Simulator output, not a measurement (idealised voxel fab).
Name of the process module below: voxel double patterning
Square cell edge 5 nm, section width 220 nm, ID cut.
In this document a cross-section is written as a grid of square cells. It is given as a series of bands, listed from the top down, and a band is one or more rows of cells. First you get the band's top height and its bottom height, in nm, and then the materials it's made of, left to right, with each width in nm. If you see a single material with "full width", that one covers the band edge to edge. "empty" is empty space. Heads up on the height convention: 0 is the point under which the incoming wafer is all one material, and the lowest band has no bottom, it just keeps going down, like "0 and below". You'd read "30->40" like this: the band's top row of cells is as wide as the first number, its bottom row is as wide as the second, and going down, every row changes width by the same amount as the row before did. Key: "left unchanged" - step with no changed cell in the cross-section. Under "Closed internal cavities" you'll find the enclosed gaps, the ones with no way out to the top, that are 8 cells or bigger; each reads width x height at distance, with distance counted from the left edge, everything in nm. Past the settings on a step's line: simulator remark, on that step. For masked steps, "overlay nm" on the step line gives how far right of plan the mask actually lay; a minus sign means it lay to the left.

**Process steps foreseen in the plan**
1: RECEIVE (material Si)
2: CONFORMAL_DEP (material SiO2; thk nm 5)
3: DIRECTIONAL_DEP (material TiN; thk nm 15)
4: DIRECTIONAL_DEP (material SiCN; thk nm 10)
5: PATTERN (tone open; mask id FIRST; material resist; width nm 15; pitch nm 50; thk nm 15; overlay nm 0)
6: DIRECTIONAL_ETCH (etch materials SiCN; depth nm 10)
7: STRIP (etch materials resist)
8: DIRECTIONAL_DEP (material aC; thk nm 10)
9: PATTERN (tone open; mask id SECOND; material resist; width nm 15; thk nm 25; overlay nm -15)
10: DIRECTIONAL_ETCH (etch materials aC; depth nm 10)
11: STRIP (etch materials resist)
12: DIRECTIONAL_ETCH (etch materials SiCN; depth nm 10)
13: STRIP (etch materials aC)
14: DIRECTIONAL_ETCH (etch materials TiN; depth nm 15)
15: STRIP (etch materials SiCN)
For clarity, it should be stated that the wafers under discussion commence in an identical condition and differ with respect to the overlay nm of step 9, the plan indicating the value that the first wafer had.

**As-received state after step 1, first of several wafers, cross-section**
  0 and below | Si full width
  Closed internal cavities: none

**Heads up, this table goes wafer by wafer. A row tells you, at the end of the module, how many cells of each material that wafer has put on (+) or dropped (-) since it was received, and then its closed voids**
overlay nm -15; +44 SiO2; +108 TiN; Closed internal cavities: none
overlay nm -10; +44 SiO2; +105 TiN; Closed internal cavities: none
overlay nm -5; +44 SiO2; +105 TiN; Closed internal cavities: none
overlay nm 0; +44 SiO2; +105 TiN; Closed internal cavities: none
overlay nm 5; +44 SiO2; +105 TiN; Closed internal cavities: none
overlay nm 10; +44 SiO2; +105 TiN; Closed internal cavities: none
overlay nm 15; +44 SiO2; +108 TiN; Closed internal cavities: none
